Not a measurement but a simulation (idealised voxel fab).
Module name: voxel double patterning (process module)
FYI the section here is cut, 170 nm wide, cells are 5 nm squares.
This document writes a cross-section as a grid whose cells are square, and gives it as bands, listed from the top down; one or more rows of cells form a band.
For a band, the entry starts with two heights in nm, that of the top and then that of the bottom, and carries on with the band's materials in order from left to right, each alongside its width in nm; the word "full width" beside a single material means it fills the band edge to edge, and "air" means empty space.
Height is counted from the level 0, under which the received wafer is composed throughout of one material. The lowest of the bands is not closed at the bottom but continues downward, in the notation "0 and below".
Think of "30->40" as a width that walks from the first number to the second as you go down the band, top row to bottom row, taking equal-sized steps from row to row.
A step reported as "changes: none" is a step in which no cell of the cross-section changed.
Empty spaces without an open route to the top, at least 8 cells in extent, make up the entry "Voids, enclosed"; each is given as width x height at distance, where the distance is measured from the left edge, and all are in nm.
What comes after the settings on a step's line is commentary from the simulator itself on that step.
overlay nm: how far to the right of its planned place the mask lay on this masked step (negative: to the left).

**Listed below are the process steps as planned**
1 RECEIVE [material Si]
2 CONFORMAL_DEP [material SiN] [thk nm 10]
3 DIRECTIONAL_DEP [material SiO2] [thk nm 10]
4 DIRECTIONAL_DEP [material SiCN] [thk nm 5]
5 MASKED_ETCH [tone open] [mask id FIRST] [width nm 15] [pitch nm 50] [etch materials SiCN] [depth nm 5] [overlay nm 0]
6 PATTERN [tone open] [mask id SECOND] [material resist] [width nm 15] [thk nm 20] [overlay nm -15]
7 DIRECTIONAL_ETCH [etch materials SiCN] [depth nm 5]
8 STRIP [etch materials resist]
9 DIRECTIONAL_ETCH [etch materials SiO2] [depth nm 10]
10 STRIP [etch materials SiCN]
What sets these wafers apart? The overlay nm at step 6. They all start alike, and the plan carries the first wafer's value.

**This is how the first of several wafers looked in cross-section when it arrived, which is after step 1**
> 0 and below | Si full width
> Voids, enclosed: none

**Per wafer (row), end of module: delta in cells per material since receipt, (+) for gained, (-) for lost; closed voids after that**
overlay nm -15; +68 SiN; +52 SiO2; Voids, enclosed: none
overlay nm -10; +68 SiN; +50 SiO2; Voids, enclosed: none
overlay nm -5; +68 SiN; +50 SiO2; Voids, enclosed: none
overlay nm 0; +68 SiN; +50 SiO2; Voids, enclosed: none
overlay nm 5; +68 SiN; +50 SiO2; Voids, enclosed: none
overlay nm 10; +68 SiN; +50 SiO2; Voids, enclosed: none
overlay nm 15; +68 SiN; +52 SiO2; Voids, enclosed: none
